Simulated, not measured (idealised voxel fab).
process module | voxel self aligned vias
cross-section cut | 235 nm wide | cells 5 nm
A cross-section is a grid of square cells, given in bands from the top down. A band is one or more rows of cells.
Each band's line starts with the height of the band's top and of its bottom, in nm. Then come its materials from left to right, each with its width in nm. One material with "throughout" fills the band from edge to edge. "air" is empty space.
Height 0 is the level under which the wafer as received is all one material. The lowest band goes on downwards, as in "0 down".
A width such as "30 to 40" changes by the same amount from each row of cells to the next, from the band's top row to its bottom row.
"no change" after a step means that no cell of the cross-section changed.
closed voids: empty space of 8 cells or more with no open way to the top, each as width x height at its distance from the left edge, in nm
after a step's settings: what the simulator itself notes on the step
overlay nm, on a step with a mask: how far to the right of its planned place the mask lay; to the left if negative
plan
1 op RECEIVE | material Si
2 op CONFORMAL_DEP | material SiO2 | thk nm 10
3 op CONFORMAL_DEP | material SiCN | thk nm 5
4 op DIRECTIONAL_DEP | material lowk | thk nm 30
5 op PATTERN | tone open | mask id LINES | material resist | width nm 25 | pitch nm 65 | thk nm 15 | overlay nm 0
6 op DIRECTIONAL_ETCH | etch materials lowk | depth nm 30
7 op STRIP | etch materials resist
8 op CONFORMAL_DEP | material TiN | thk nm 5
9 op FILL_DEP | material Ru | thk nm 5
10 op CMP | height nm 45
11 op SELECTIVE_ETCH | etch materials W Ru TiN | depth nm 5
12 op FILL_DEP | material SiN | thk nm 5
13 op CMP | height nm 45
14 op DIRECTIONAL_DEP | material lowk | thk nm 20
15 op MASKED_ETCH | tone open | mask id VIAS | width nm 35 | pitch nm 65 | etch materials lowk | depth nm 20 | overlay nm 0
16 op MASKED_ETCH | tone open | mask id VIAS | width nm 35 | pitch nm 65 | etch materials SiN | depth nm 5 | overlay nm 0
17 op CONFORMAL_DEP | material TiN | thk nm 5
18 op FILL_DEP | material W | thk nm 10
19 op CMP | height nm 65
20 op CONFORMAL_DEP | material SiN | thk nm 5
first wafer, as planned
as received, after step 1
  0 down: Si throughout
  closed voids: none
after step 2
  10 to 0: SiO2 throughout
  below 0: unchanged
after step 3
  15 to 10: SiCN throughout
  below 10: unchanged
after step 4
  45 to 15: lowk throughout
  below 15: unchanged
after step 5
  60 to 45: resist 40 | air 25 | resist 40 | air 25 | resist 40 | air 25 | resist 40
  below 45: unchanged
after step 6
  60 to 45: resist 40 | air 25 | resist 40 | air 25 | resist 40 | air 25 | resist 40
  45 to 15: lowk 40 | air 25 | lowk 40 | air 25 | lowk 40 | air 25 | lowk 40
  below 15: unchanged
after step 7
  45 to 15: lowk 40 | air 25 | lowk 40 | air 25 | lowk 40 | air 25 | lowk 40
  below 15: unchanged
after step 8
  50 to 45: TiN 45 | air 15 | TiN 50 | air 15 | TiN 50 | air 15 | TiN 45
  45 to 20: lowk 40 | TiN 5 | air 15 | TiN 5 | lowk 40 | TiN 5 | air 15 | TiN 5 | lowk 40 | TiN 5 | air 15 | TiN 5 | lowk 40
  20 to 15: lowk 40 | TiN 25 | lowk 40 | TiN 25 | lowk 40 | TiN 25 | lowk 40
  below 15: unchanged
after step 9
  55 to 50: Ru throughout
  50 to 45: TiN 45 | Ru 15 | TiN 50 | Ru 15 | TiN 50 | Ru 15 | TiN 45
  45 to 20: lowk 40 | TiN 5 | Ru 15 | TiN 5 | lowk 40 | TiN 5 | Ru 15 | TiN 5 | lowk 40 | TiN 5 | Ru 15 | TiN 5 | lowk 40
  below 20: unchanged
after step 10
  45 to 20: lowk 40 | TiN 5 | Ru 15 | TiN 5 | lowk 40 | TiN 5 | Ru 15 | TiN 5 | lowk 40 | TiN 5 | Ru 15 | TiN 5 | lowk 40
  below 20: unchanged
after step 11
  45 to 40: lowk 40 | air 25 | lowk 40 | air 25 | lowk 40 | air 25 | lowk 40
  below 40: unchanged
after step 12
  50 to 45: SiN throughout
  45 to 40: lowk 40 | SiN 25 | lowk 40 | SiN 25 | lowk 40 | SiN 25 | lowk 40
  below 40: unchanged
after step 13
  45 to 40: lowk 40 | SiN 25 | lowk 40 | SiN 25 | lowk 40 | SiN 25 | lowk 40
  below 40: unchanged
after step 14
  65 to 45: lowk throughout
  below 45: unchanged
after step 15
  65 to 45: lowk 35 | air 35 | lowk 30 | air 35 | lowk 30 | air 35 | lowk 35
  below 45: unchanged
after step 16
  65 to 45: lowk 35 | air 35 | lowk 30 | air 35 | lowk 30 | air 35 | lowk 35
  45 to 40: lowk 40 | air 25 | lowk 40 | air 25 | lowk 40 | air 25 | lowk 40
  below 40: unchanged
after step 17
  70 to 65: TiN 40 | air 25 | TiN 40 | air 25 | TiN 40 | air 25 | TiN 40
  65 to 50: lowk 35 | TiN 5 | air 25 | TiN 5 | lowk 30 | TiN 5 | air 25 | TiN 5 | lowk 30 | TiN 5 | air 25 | TiN 5 | lowk 35
  50 to 45: lowk 35 | TiN 10 | air 15 | TiN 10 | lowk 30 | TiN 10 | air 15 | TiN 10 | lowk 30 | TiN 10 | air 15 | TiN 10 | lowk 35
  45 to 40: lowk 40 | TiN 25 | lowk 40 | TiN 25 | lowk 40 | TiN 25 | lowk 40
  below 40: unchanged
after step 18
  80 to 70: W throughout
  70 to 65: TiN 40 | W 25 | TiN 40 | W 25 | TiN 40 | W 25 | TiN 40
  65 to 50: lowk 35 | TiN 5 | W 25 | TiN 5 | lowk 30 | TiN 5 | W 25 | TiN 5 | lowk 30 | TiN 5 | W 25 | TiN 5 | lowk 35
  50 to 45: lowk 35 | TiN 10 | W 15 | TiN 10 | lowk 30 | TiN 10 | W 15 | TiN 10 | lowk 30 | TiN 10 | W 15 | TiN 10 | lowk 35
  below 45: unchanged
after step 19
  65 to 50: lowk 35 | TiN 5 | W 25 | TiN 5 | lowk 30 | TiN 5 | W 25 | TiN 5 | lowk 30 | TiN 5 | W 25 | TiN 5 | lowk 35
  below 50: unchanged
after step 20
  70 to 65: SiN throughout
  below 65: unchanged
second wafer: like start, like plan, one mistake. Through step 7 it matches the first wafer
when step 8 should have ended
  50 to 45: SiCN 45 | air 15 | SiCN 50 | air 15 | SiCN 50 | air 15 | SiCN 45
  45 to 20: lowk 40 | SiCN 5 | air 15 | SiCN 5 | lowk 40 | SiCN 5 | air 15 | SiCN 5 | lowk 40 | SiCN 5 | air 15 | SiCN 5 | lowk 40
  20 to 15: lowk 40 | SiCN 25 | lowk 40 | SiCN 25 | lowk 40 | SiCN 25 | lowk 40
  below 15: unchanged
when step 9 should have ended
  55 to 50: Ru throughout
  50 to 45: SiCN 45 | Ru 15 | SiCN 50 | Ru 15 | SiCN 50 | Ru 15 | SiCN 45
  45 to 20: lowk 40 | SiCN 5 | Ru 15 | SiCN 5 | lowk 40 | SiCN 5 | Ru 15 | SiCN 5 | lowk 40 | SiCN 5 | Ru 15 | SiCN 5 | lowk 40
  below 20: unchanged
when step 10 should have ended
  45 to 20: lowk 40 | SiCN 5 | Ru 15 | SiCN 5 | lowk 40 | SiCN 5 | Ru 15 | SiCN 5 | lowk 40 | SiCN 5 | Ru 15 | SiCN 5 | lowk 40
  below 20: unchanged
when step 11 should have ended
  45 to 40: lowk 40 | SiCN 5 | air 15 | SiCN 5 | lowk 40 | SiCN 5 | air 15 | SiCN 5 | lowk 40 | SiCN 5 | air 15 | SiCN 5 | lowk 40
  below 40: unchanged
when step 12 should have ended
  50 to 45: SiN throughout
  45 to 40: lowk 40 | SiCN 5 | SiN 15 | SiCN 5 | lowk 40 | SiCN 5 | SiN 15 | SiCN 5 | lowk 40 | SiCN 5 | SiN 15 | SiCN 5 | lowk 40
  below 40: unchanged
when step 13 should have ended
  45 to 40: lowk 40 | SiCN 5 | SiN 15 | SiCN 5 | lowk 40 | SiCN 5 | SiN 15 | SiCN 5 | lowk 40 | SiCN 5 | SiN 15 | SiCN 5 | lowk 40
  below 40: unchanged
when step 14 should have ended
  65 to 45: lowk throughout
  below 45: unchanged
when step 15 should have ended
  65 to 45: lowk 35 | air 35 | lowk 30 | air 35 | lowk 30 | air 35 | lowk 35
  below 45: unchanged
when step 16 should have ended
  65 to 45: lowk 35 | air 35 | lowk 30 | air 35 | lowk 30 | air 35 | lowk 35
  45 to 40: lowk 40 | SiCN 5 | air 15 | SiCN 5 | lowk 40 | SiCN 5 | air 15 | SiCN 5 | lowk 40 | SiCN 5 | air 15 | SiCN 5 | lowk 40
  below 40: unchanged
when step 17 should have ended
  70 to 65: TiN 40 | air 25 | TiN 40 | air 25 | TiN 40 | air 25 | TiN 40
  65 to 50: lowk 35 | TiN 5 | air 25 | TiN 5 | lowk 30 | TiN 5 | air 25 | TiN 5 | lowk 30 | TiN 5 | air 25 | TiN 5 | lowk 35
  50 to 45: lowk 35 | TiN 15 | air 5 | TiN 15 | lowk 30 | TiN 15 | air 5 | TiN 15 | lowk 30 | TiN 15 | air 5 | TiN 15 | lowk 35
  45 to 40: lowk 40 | SiCN 5 | TiN 15 | SiCN 5 | lowk 40 | SiCN 5 | TiN 15 | SiCN 5 | lowk 40 | SiCN 5 | TiN 15 | SiCN 5 | lowk 40
  below 40: unchanged
when step 18 should have ended
  80 to 70: W throughout
  70 to 65: TiN 40 | W 25 | TiN 40 | W 25 | TiN 40 | W 25 | TiN 40
  65 to 50: lowk 35 | TiN 5 | W 25 | TiN 5 | lowk 30 | TiN 5 | W 25 | TiN 5 | lowk 30 | TiN 5 | W 25 | TiN 5 | lowk 35
  50 to 45: lowk 35 | TiN 15 | W 5 | TiN 15 | lowk 30 | TiN 15 | W 5 | TiN 15 | lowk 30 | TiN 15 | W 5 | TiN 15 | lowk 35
  below 45: unchanged
when step 19 should have ended
  65 to 50: lowk 35 | TiN 5 | W 25 | TiN 5 | lowk 30 | TiN 5 | W 25 | TiN 5 | lowk 30 | TiN 5 | W 25 | TiN 5 | lowk 35
  below 50: unchanged
when step 20 should have ended
  70 to 65: SiN throughout
  below 65: unchanged
what went wrong: step 8 ran as: op CONFORMAL_DEP | material SiCN | thk nm 5
at the end the second wafer has, in cells: 45 more of SiCN | 39 fewer of TiN | 6 fewer of W
